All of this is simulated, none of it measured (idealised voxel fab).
process module | voxel lift off
cross-section cut | 300 nm wide | cells 5 nm
A cross-section is a grid of square cells, given in bands from the top down. A band is one or more rows of cells.
Each band's line starts with the height of the band's top and of its bottom, in nm. Then come its materials from left to right, each with its width in nm. One material with "throughout" fills the band from edge to edge. "air" is empty space.
Height 0 is the level under which the wafer as received is all one material. The lowest band goes on downwards, as in "0 down".
A width such as "30 to 40" changes by the same amount from each row of cells to the next, from the band's top row to its bottom row.
"no change" after a step means that no cell of the cross-section changed.
closed voids: empty space of 8 cells or more with no open way to the top, each as width x height at its distance from the left edge, in nm
after a step's settings: what the simulator itself notes on the step
overlay nm, on a step with a mask: how far to the right of its planned place the mask lay; to the left if negative
plan
1 op RECEIVE | material Si
2 op CONFORMAL_DEP | material SiN | thk nm 5
3 op PATTERN | tone open | mask id LINES | material resist | width nm 25 | pitch nm 50 | thk nm 20 | overlay nm 0
4 op DIRECTIONAL_DEP | material Ru | thk nm 10
5 op STRIP | etch materials resist
6 op CONFORMAL_DEP | material SiN | thk nm 5
as received, after step 1
  0 down: Si throughout
  closed voids: none
a wafer at the end: this start, this plan, one mistake
  20 to 15: air 85 | SiN 35 | air 15 | SiN 35 | air 15 | SiN 35 | air 80
  15 to 10: air 85 | SiN 5 | Ru 25 | SiN 5 | air 15 | SiN 5 | Ru 25 | SiN 5 | air 15 | SiN 5 | Ru 25 | SiN 5 | air 80
  10 to 5: SiN 90 | Ru 25 | SiN 25 | Ru 25 | SiN 25 | Ru 25 | SiN 85
  5 to 0: SiN throughout
  0 down: Si throughout
  closed voids: none
what went wrong: step 3 ran as: op PATTERN | tone open | mask id LINES | material resist | width nm 25 | pitch nm 50 | thk nm 20 | overlay nm 5
